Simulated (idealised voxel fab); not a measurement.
process module | voxel self aligned vias
cross-section cut | 160 nm wide | cells 5 nm
A cross-section is a grid of square cells, given in bands from the top down. A band is one or more rows of cells.
Each band's line starts with the height of the band's top and of its bottom, in nm. Then come its materials from left to right, each with its width in nm. One material with "throughout" fills the band from edge to edge. "air" is empty space.
Height 0 is the level under which the wafer as received is all one material. The lowest band goes on downwards, as in "0 down".
A width such as "30 to 40" changes by the same amount from each row of cells to the next, from the band's top row to its bottom row.
"no change" after a step means that no cell of the cross-section changed.
closed voids: empty space of 8 cells or more with no open way to the top, each as width x height at its distance from the left edge, in nm
after a step's settings: what the simulator itself notes on the step
overlay nm, on a step with a mask: how far to the right of its planned place the mask lay; to the left if negative
plan
1 op RECEIVE | material Si
2 op CONFORMAL_DEP | material SiO2 | thk nm 15
3 op CONFORMAL_DEP | material SiCN | thk nm 5
4 op DIRECTIONAL_DEP | material lowk | thk nm 20
5 op MASKED_ETCH | tone open | mask id LINES | width nm 20 | pitch nm 45 | etch materials lowk | depth nm 20 | overlay nm 0
6 op CONFORMAL_DEP | material TiN | thk nm 5
7 op FILL_DEP | material W | thk nm 5
8 op CMP | height nm 40
9 op SELECTIVE_ETCH | etch materials W Ru TiN | depth nm 10
10 op FILL_DEP | material SiN | thk nm 5
11 op CMP | height nm 40
12 op DIRECTIONAL_DEP | material lowk | thk nm 15
13 op PATTERN | tone open | mask id VIAS | material resist | width nm 30 | pitch nm 45 | thk nm 20 | overlay nm 0
14 op DIRECTIONAL_ETCH | etch materials lowk | depth nm 15
15 op DIRECTIONAL_ETCH | etch materials SiN | depth nm 10
16 op STRIP | etch materials resist
17 op CONFORMAL_DEP | material TiN | thk nm 5
18 op FILL_DEP | material Ru | thk nm 5
19 op CMP | height nm 55
20 op CONFORMAL_DEP | material SiN | thk nm 5
as received, after step 1
  0 down: Si throughout
  closed voids: none
first wafer at the end, as planned
  60 to 55: SiN throughout
  55 to 45: lowk 40 | TiN 5 | Ru 20 | TiN 5 | lowk 15 | TiN 5 | Ru 20 | TiN 5 | lowk 45
  45 to 35: lowk 40 to 45 | TiN 10 to 5 | Ru 10 | TiN 10 to 5 | lowk 15 to 25 | TiN 10 to 5 | Ru 10 | TiN 10 to 5 | lowk 45 to 50
  35 to 30: lowk 45 | TiN 20 | lowk 25 | TiN 20 | lowk 50
  30 to 25: lowk 45 | TiN 5 | W 10 | TiN 5 | lowk 25 | TiN 5 | W 10 | TiN 5 | lowk 50
  25 to 20: lowk 45 | TiN 20 | lowk 25 | TiN 20 | lowk 50
  20 to 15: SiCN throughout
  15 to 0: SiO2 throughout
  0 down: Si throughout
  closed voids: none
second wafer at the end: like start, like plan, one mistake
  60 to 55: SiN throughout
  55 to 45: lowk 40 | TiN 5 | Ru 20 | TiN 5 | lowk 15 | TiN 5 | Ru 20 | TiN 5 | lowk 45
  45 to 35: lowk 40 to 45 | TiN 10 to 5 | Ru 10 | TiN 10 to 5 | lowk 15 to 25 | TiN 10 to 5 | Ru 10 | TiN 10 to 5 | lowk 45 to 50
  35 to 30: lowk 45 | TiN 20 | lowk 25 | TiN 20 | lowk 50
  30 to 25: SiCN throughout
  25 to 0: SiO2 throughout
  0 down: Si throughout
  closed voids: none
what went wrong: step 2 ran as: op CONFORMAL_DEP | material SiO2 | thk nm 25
at the end the second wafer has, in cells: 64 more of SiO2 | 12 fewer of TiN | 4 fewer of W | 48 fewer of lowk
